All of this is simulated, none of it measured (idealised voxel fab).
process module | voxel air gaps
cross-section cut | 205 nm wide | cells 5 nm
A cross-section is a grid of square cells, given in bands from the top down. A band is one or more rows of cells.
Each band's line starts with the height of the band's top and of its bottom, in nm. Then come its materials from left to right, each with its width in nm. One material with "throughout" fills the band from edge to edge. "air" is empty space.
Height 0 is the level under which the wafer as received is all one material. The lowest band goes on downwards, as in "0 down".
A width such as "30 to 40" changes by the same amount from each row of cells to the next, from the band's top row to its bottom row.
"no change" after a step means that no cell of the cross-section changed.
closed voids: empty space of 8 cells or more with no open way to the top, each as width x height at its distance from the left edge, in nm
after a step's settings: what the simulator itself notes on the step
overlay nm, on a step with a mask: how far to the right of its planned place the mask lay; to the left if negative
plan
1 op RECEIVE | material Si
2 op CONFORMAL_DEP | material SiO2 | thk nm 15
3 op CONFORMAL_DEP | material SiN | thk nm 5
4 op DIRECTIONAL_DEP | material lowk | thk nm 40
5 op DIRECTIONAL_DEP | material aC | thk nm 15
6 op PATTERN | tone open | mask id LINES | material resist | width nm 25 | pitch nm 50 | thk nm 30 | overlay nm 0
7 op DIRECTIONAL_ETCH | etch materials aC | depth nm 15
8 op STRIP | etch materials resist
9 op DIRECTIONAL_ETCH | etch materials lowk | depth nm 40
10 op STRIP | etch materials aC
11 op CONFORMAL_DEP | material TiN | thk nm 5
12 op FILL_DEP | material W | thk nm 10
13 op CMP | height nm 60
14 op EPI | material Ru | thk nm 10
15 op SELECTIVE_ETCH | etch materials lowk | depth nm 50
16 op CONFORMAL_DEP | material SiCN | thk nm 5
as received, after step 1
  0 down: Si throughout
  closed voids: none
a wafer at the end: this start, this plan, one mistake
  90 to 85: SiCN throughout
  85 to 75: Ru throughout
  75 to 65: W throughout
  65 to 60: TiN 45 | W 15 | TiN 35 | W 15 | TiN 35 | W 15 | TiN 45
  60 to 25: lowk 40 | TiN 5 | W 15 | TiN 5 | lowk 25 | TiN 5 | W 15 | TiN 5 | lowk 25 | TiN 5 | W 15 | TiN 5 | lowk 40
  25 to 20: lowk 40 | TiN 25 | lowk 25 | TiN 25 | lowk 25 | TiN 25 | lowk 40
  20 to 15: SiN throughout
  15 to 0: SiO2 throughout
  0 down: Si throughout
  closed voids: none
what went wrong: step 13 was left out
